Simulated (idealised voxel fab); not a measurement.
Documented hereafter: the process module known as voxel self aligned contacts.
Cross-sectional view cut (width: 290 nm; square cell size: 5 nm).
Square cells in a grid make up a cross-section in this document, and the grid is given as bands, listed from the top down, each one or more rows of cells. Heights first: top, then bottom, in nm. Then materials, left to right, each with a width in nm. "all across" on a single material: fills the band edge to edge. "blank": empty space. Height datum 0, below which the as-received substrate wafer is one material. Lowest band open at the bottom, running downward: "top 0, no bottom". Per-row width for "30->40": begins at first number (top row of band), ends at second number (bottom row), increment between rows held constant. Step marked "remained unchanged"? Then no cell in the cross-section changed in it. "Tabulated closed voids": sealed empty spaces, 8 cells or more, no open way to top, listed width x height at distance, with distance from the left edge and width, height and distance in nm. Formally, on a step line, whatever follows the settings is a remark that the simulator itself makes on the step. A step line may carry the setting "overlay nm", which, for steps involving a mask, states the distance by which the mask lay to the right of its intended position; negative values denote displacement to the left.

These are the steps we planned for the process:
- 1: RECEIVE [material Si]
- 2: CONFORMAL_DEP [material SiO2] [thk nm 5]
- 3: DIRECTIONAL_DEP [material polySi] [thk nm 30]
- 4: DIRECTIONAL_DEP [material SiN] [thk nm 20]
- 5: MASKED_ETCH [tone cover] [mask id GATE] [width nm 25] [pitch nm 60] [etch materials SiN] [depth nm 20] [overlay nm 0]
- 6: MASKED_ETCH [tone cover] [mask id GATE] [width nm 25] [pitch nm 60] [etch materials polySi] [depth nm 30] [overlay nm 0]
- 7: CONFORMAL_DEP [material SiN] [thk nm 10]
- 8: DIRECTIONAL_ETCH [etch materials SiN] [depth nm 10]
- 9: FILL_DEP [material SiO2] [thk nm 10]
- 10: CMP [height nm 60]
- 11: DIRECTIONAL_DEP [material aC] [thk nm 15]
- 12: PATTERN [tone open] [mask id CONTACT] [material resist] [width nm 45] [thk nm 35] [overlay nm -15]
- 13: DIRECTIONAL_ETCH [etch materials aC] [depth nm 15]
- 14: STRIP [etch materials resist]
- 15: DIRECTIONAL_ETCH [etch materials SiO2] [depth nm 60]
- 16: STRIP [etch materials aC]
- 17: CONFORMAL_DEP [material TiN] [thk nm 5]
- 18: FILL_DEP [material W] [thk nm 5]
- 19: CMP [height nm 60]
- 20: CONFORMAL_DEP [material SiN] [thk nm 5]
All wafers enter the flow in the same state. The overlay nm at step 12 differs from wafer to wafer, and the plan gives the value for the first wafer.

As received, i.e. after step 1: cross-section through the first of several wafers:
* top 0, no bottom | Si all across
* Tabulated closed voids: none

Every row in this table is a wafer at the end of the module, and it gives, for each of the materials, the cells that wafer has gained (+) or lost (-) since it was received, then its closed voids:
overlay nm -15; +178 SiN; +474 SiO2; +31 TiN; +11 W; +60 polySi; Tabulated closed voids: none
overlay nm -10; +178 SiN; +474 SiO2; +31 TiN; +11 W; +60 polySi; Tabulated closed voids: none
overlay nm -5; +178 SiN; +474 SiO2; +31 TiN; +11 W; +60 polySi; Tabulated closed voids: none
overlay nm 0; +178 SiN; +474 SiO2; +31 TiN; +11 W; +60 polySi; Tabulated closed voids: none
overlay nm 5; +178 SiN; +474 SiO2; +31 TiN; +11 W; +60 polySi; Tabulated closed voids: none
overlay nm 10; +178 SiN; +474 SiO2; +31 TiN; +11 W; +60 polySi; Tabulated closed voids: none
overlay nm 15; +178 SiN; +474 SiO2; +31 TiN; +11 W; +60 polySi; Tabulated closed voids: none
